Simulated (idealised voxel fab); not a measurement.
Module name: voxel transistor to metal (process module)
Xsec cut, 210 nm wide, square cell size 5 nm.
Cross-section format: a grid of square cells, given as bands from top to bottom; each band is one or more rows of cells. Look at the band entry: it leads with the top's height and the bottom's height in nm. Then it lists the materials left to right, with a width in nm for each. The word "full width" on a single material says that material fills the band edge to edge. The word "blank" is empty space. Heights are measured from 0, the level below which the as-received wafer is all one material; the lowest band has no bottom and continues downward, written as in "0 nm and below". The width entry "30 to 40" should be interpreted row by row: the top row of cells in the band takes the first number, the bottom row takes the second number, and the change between adjacent rows is uniform throughout. Key: "nothing different" - step with no changed cell in the cross-section. Closed empty spaces (no open way to the top) of 8 cells or more are what "Voids, fully enclosed" lists, each as width x height at distance from the left edge, nm for all three. Text after the settings on a step's line: the simulator's own remark on that step. overlay nm: mask right of planned place by this much (step with mask). Neg. = left.
BELOW IS THE LIST OF PLANNED PROCESS STEPS
1. RECEIVE,material Si
2. CONFORMAL_DEP,material SiO2,thk nm 5
3. CONFORMAL_DEP,material SiN,thk nm 10
4. DIRECTIONAL_DEP,material aC,thk nm 10
5. PATTERN,tone cover,mask id ACTIVE,material resist,width nm 105,thk nm 25,overlay nm 0
6. DIRECTIONAL_ETCH,etch materials aC,depth nm 10
7. STRIP,etch materials resist
8. DIRECTIONAL_ETCH,etch materials SiN,depth nm 10
9. DIRECTIONAL_ETCH,etch materials SiO2,depth nm 5
10. DIRECTIONAL_ETCH,etch materials Si,depth nm 30
11. STRIP,etch materials aC
12. FILL_DEP,material SiO2,thk nm 15
13. CMP,height nm 15
14. SELECTIVE_ETCH,etch materials SiO2,depth nm 5
15. STRIP,etch materials SiN
16. SELECTIVE_ETCH,etch materials SiO2,depth nm 5
17. OXIDIZE,depth nm 5
18. DIRECTIONAL_DEP,material polySi,thk nm 20
19. DIRECTIONAL_DEP,material SiCN,thk nm 10
20. DIRECTIONAL_DEP,material aC,thk nm 10
21. PATTERN,tone cover,mask id GATE,material resist,width nm 15,thk nm 30,overlay nm 0
22. DIRECTIONAL_ETCH,etch materials aC,depth nm 10
23. STRIP,etch materials resist
24. DIRECTIONAL_ETCH,etch materials SiCN,depth nm 20
25. DIRECTIONAL_ETCH,etch materials polySi,depth nm 30
26. STRIP,etch materials aC
27. CONFORMAL_DEP,material SiN,thk nm 5
28. DIRECTIONAL_ETCH,etch materials SiN,depth nm 5
29. DIRECTIONAL_ETCH,etch materials SiO2,depth nm 5
30. EPI,material pSi,thk nm 5
31. FILL_DEP,material SiO2,thk nm 10
32. CMP,height nm 30
33. DIRECTIONAL_DEP,material SiO2,thk nm 15
34. PATTERN,tone open,mask id CONTACT,material resist,width nm 30,pitch nm 55,thk nm 20,overlay nm 0
35. DIRECTIONAL_ETCH,etch materials SiO2,depth nm 45
36. STRIP,etch materials resist
37. CONFORMAL_DEP,material TiN,thk nm 5
38. FILL_DEP,material W,thk nm 5
39. CMP,height nm 45
40. DIRECTIONAL_DEP,material TiN,thk nm 5
41. DIRECTIONAL_DEP,material W,thk nm 25
42. DIRECTIONAL_DEP,material aC,thk nm 15
43. PATTERN,tone cover,mask id METAL_1,material resist,width nm 15,pitch nm 70,thk nm 35,overlay nm 0
44. DIRECTIONAL_ETCH,etch materials aC,depth nm 15
45. STRIP,etch materials resist
46. DIRECTIONAL_ETCH,etch materials W,depth nm 25
47. DIRECTIONAL_ETCH,etch materials TiN,depth nm 5
48. STRIP,etch materials aC
49. FILL_DEP,material SiO2,thk nm 10
50. CMP,height nm 75
51. CONFORMAL_DEP,material SiN,thk nm 5
HERE'S WHAT THE WAFER LOOKED LIKE IN CROSS-SECTION WHEN IT ARRIVED - THAT'S AFTER STEP 1
  0 nm and below | Si full width
  Voids, fully enclosed: none
END STATE OF THE MODULE IN CROSS-SECTION, GIVEN THE ABOVE STARTING POINT AND PLAN AND ONE MISTAKE IN EXECUTION
  80 nm to 75 nm | SiN full width
  75 nm to 50 nm | 60 of SiO2; 15 of W; 55 of SiO2; 15 of W; 65 of SiO2
  50 nm to 45 nm | 60 of SiO2; 15 of TiN; 55 of SiO2; 15 of TiN; 65 of SiO2
  45 nm to 35 nm | 65 of SiO2; 5 of TiN; 20 of W; 5 of TiN; 25 of SiO2; 5 of TiN; 20 of W; 5 of TiN; 60 of SiO2
  35 nm to 30 nm | 65 of SiO2; 5 of TiN; 15 of W; 10 of TiN; 25 of SiO2; 5 of TiN; 20 of W; 5 of TiN; 60 of SiO2
  30 nm to 20 nm | 65 of SiO2; 5 of TiN; 15 of W; 5 of TiN; 5 of SiN; 15 of SiCN; 5 of SiN; 5 of SiO2; 5 of TiN; 20 of W; 5 of TiN; 60 of SiO2
  20 nm to 5 nm | 65 of SiO2; 5 of TiN; 15 of W; 5 of TiN; 5 of SiN; 15 of polySi; 5 of SiN; 5 of SiO2; 5 of TiN; 20 of W; 5 of TiN; 60 of SiO2
  5 nm to 0 nm | 45 of SiO2; 5 of SiN; 15 of SiO2; 25 of TiN; 5 of SiN; 15 of polySi; 5 of SiN; 5 of SiO2; 30 of TiN; 5 of SiO2; 5 of SiN; 50 of SiO2
  0 nm to -5 nm | 50 of SiO2; 40 of pSi; 25 of SiO2; 40 of pSi; 55 of SiO2
  -5 nm to -30 nm | 50 of SiO2; 105 of Si; 55 of SiO2
  -30 nm and below | Si full width
  Voids, fully enclosed: none
Here's what went sideways: for step 34, the planned setting was not used; the step was instead run as PATTERN,tone open,mask id CONTACT,material resist,width nm 30,pitch nm 55,thk nm 20,overlay nm 5
